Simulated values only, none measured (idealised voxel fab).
process module | voxel air gaps
This is section cut - it's 210 nm across, gridded in 5 nm square cells.
Cross-section layout: square cells on a grid; listed as bands, top to bottom; a band spans one or more cell rows.
Band: top and bottom heights (nm) first, top before bottom; then materials from left to right, widths in nm. "throughout" marks a sole material filling the band edge to edge. "blank" denotes empty space.
Zero point of the height axis is 0; under it, received wafer = one material. Lowest band: continues down indefinitely, "top 0, no bottom".
The width entry "30 to 40" should be interpreted row by row: the top row of cells in the band takes the first number, the bottom row takes the second number, and the change between adjacent rows is uniform throughout.
The cross-section has no changed cell in any step marked "stayed the same".
The entry titled "Enclosed void catalog" provides the empty spaces that have no open way to the top, restricted to those of 8 cells or more. Each is presented as width x height at distance, the distance being measured from the left edge, with all three in nm.
Anything after a step's settings on that line? It's the simulator's own note about the step.
Among the settings permitted on a step's line is "overlay nm"; applied to a step with a mask, it specifies the extent to which the mask lay to the right of its planned position, whereas a negative figure signifies a position to the left.

Planned process steps
step 1: RECEIVE,material Si
step 2: CONFORMAL_DEP,material SiO2,thk nm 10
step 3: CONFORMAL_DEP,material SiCN,thk nm 5
step 4: DIRECTIONAL_DEP,material lowk,thk nm 35
step 5: DIRECTIONAL_DEP,material aC,thk nm 15
step 6: PATTERN,tone open,mask id LINES,material resist,width nm 15,pitch nm 45,thk nm 35,overlay nm 0
step 7: DIRECTIONAL_ETCH,etch materials aC,depth nm 15
step 8: STRIP,etch materials resist
step 9: DIRECTIONAL_ETCH,etch materials lowk,depth nm 35
step 10: STRIP,etch materials aC
step 11: CONFORMAL_DEP,material TiN,thk nm 5
step 12: FILL_DEP,material W,thk nm 10
step 13: CMP,height nm 50
step 14: EPI,material Ru,thk nm 10
step 15: SELECTIVE_ETCH,etch materials lowk,depth nm 45
step 16: CONFORMAL_DEP,material SiCN,thk nm 5

Cross-section: wafer on arrival = after step 1
- top 0, no bottom  Si throughout
- Enclosed void catalog: none

What the wafer looks like in cross-section after this module, when it starts as shown above and follows the plan above but one mistake is made in running it
- top 60, bottom 50  blank: 40 | Ru: 35 | blank: 10 | Ru: 35 | blank: 10 | Ru: 35 | blank: 45
- top 50, bottom 20  blank: 50 | TiN: 5 | W: 5 | TiN: 5 | blank: 30 | TiN: 5 | W: 5 | TiN: 5 | blank: 30 | TiN: 5 | W: 5 | TiN: 5 | blank: 55
- top 20, bottom 15  blank: 50 | TiN: 15 | blank: 30 | TiN: 15 | blank: 30 | TiN: 15 | blank: 55
- top 15, bottom 10  SiCN throughout
- top 10, bottom 0  SiO2 throughout
- top 0, no bottom  Si throughout
- Enclosed void catalog: none
Against the plan, the run slipped here: step 16 of the plan: omitted, not performed
